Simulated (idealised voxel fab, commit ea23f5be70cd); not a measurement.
The process module that follows is named voxel air gaps.
Displayed cross-section: cut, width of 235 nm, square cells sized 5 nm.
Cross-section spec: square-cell grid; bands listed top down; each band is one or more rows.
Band entry format. Leading values: height of top, height of bottom, nm. Remainder: materials in left-to-right order, each with its width in nm. Special words: "everywhere" on a single material, which then fills the band edge to edge; "empty", empty space.
Heads up on the height convention: 0 is the point under which the incoming wafer is all one material, and the lowest band has no bottom, it just keeps going down, like "0 down".
Read "30->40" as a graded width: first number on top, second number at the bottom, same change between each pair of neighbouring rows.
You'll sometimes find "changes: none" written for a step, and that's the way of saying that nowhere in the cross-section did a cell change during that step.
"Sealed internal cavities" lists enclosed empty spaces (at least 8 cells, no open path upward to the top), each as width x height at distance from the left edge, in nm.
Past the settings on a step's line: simulator remark, on that step.
For masked steps, "overlay nm" on the step line gives how far right of plan the mask actually lay; a minus sign means it lay to the left.

## Process steps - plan
step 1: RECEIVE with material Si
step 2: CONFORMAL_DEP with material SiO2, thk nm 10
step 3: CONFORMAL_DEP with material SiN, thk nm 5
step 4: DIRECTIONAL_DEP with material SiO2, thk nm 40
step 5: MASKED_ETCH with tone open, mask id LINES, width nm 25, pitch nm 55, etch materials SiO2, depth nm 40, overlay nm 0
step 6: CONFORMAL_DEP with material TiN, thk nm 5
step 7: FILL_DEP with material Ru, thk nm 5
step 8: CMP with height nm 55
step 9: EPI with material Ru, thk nm 10
step 10: SELECTIVE_ETCH with etch materials SiO2, depth nm 50
step 11: CONFORMAL_DEP with material SiCN, thk nm 5

## The cross-section here shows the wafer as received, i.e. in its state after step 1
	0 down = Si everywhere
	Sealed internal cavities: none

## Cross-sectional image of the first of two wafers at the end of the module, the run having proceeded as planned
	70 to 65 = 5 empty / 220 SiCN / 10 empty
	65 to 55 = 5 empty / 5 SiCN / 45 Ru / 10 SiCN / 45 Ru / 10 SiCN / 45 Ru / 10 SiCN / 45 Ru / 5 SiCN / 10 empty
	55 to 50 = 5 empty / 15 SiCN / 5 TiN / 15 Ru / 5 TiN / 30 SiCN / 5 TiN / 15 Ru / 5 TiN / 30 SiCN / 5 TiN / 15 Ru / 5 TiN / 30 SiCN / 5 TiN / 15 Ru / 5 TiN / 15 SiCN / 10 empty
	50 to 20 = 15 empty / 5 SiCN / 5 TiN / 15 Ru / 5 TiN / 5 SiCN / 20 empty / 5 SiCN / 5 TiN / 15 Ru / 5 TiN / 5 SiCN / 20 empty / 5 SiCN / 5 TiN / 15 Ru / 5 TiN / 5 SiCN / 20 empty / 5 SiCN / 5 TiN / 15 Ru / 5 TiN / 5 SiCN / 20 empty
	20 to 15 = 20 SiCN / 25 TiN / 30 SiCN / 25 TiN / 30 SiCN / 25 TiN / 30 SiCN / 25 TiN / 25 SiCN
	15 to 10 = SiN everywhere
	10 to 0 = SiO2 everywhere
	0 down = Si everywhere
	Sealed internal cavities: 20 x 30 at 50; 20 x 30 at 105; 20 x 30 at 160

## End of module, second wafer, cross-section. Started like the first, planned like the first, run with one mistake
	65 to 55 = 10 empty / 45 Ru / 10 empty / 45 Ru / 10 empty / 45 Ru / 10 empty / 45 Ru / 15 empty
	55 to 20 = 20 empty / 5 TiN / 15 Ru / 5 TiN / 30 empty / 5 TiN / 15 Ru / 5 TiN / 30 empty / 5 TiN / 15 Ru / 5 TiN / 30 empty / 5 TiN / 15 Ru / 5 TiN / 25 empty
	20 to 15 = 20 empty / 25 TiN / 30 empty / 25 TiN / 30 empty / 25 TiN / 30 empty / 25 TiN / 25 empty
	15 to 10 = SiN everywhere
	10 to 0 = SiO2 everywhere
	0 down = Si everywhere
	Sealed internal cavities: none
What was the processing mistake? step 11 of the plan was excluded from execution and never run
Upon completion, the second wafer contains, in terms of cells, a greater or smaller amount of certain materials than the first wafer: SiCN -159
At the end, the first wafer has 3 closed voids and the second wafer has 0.
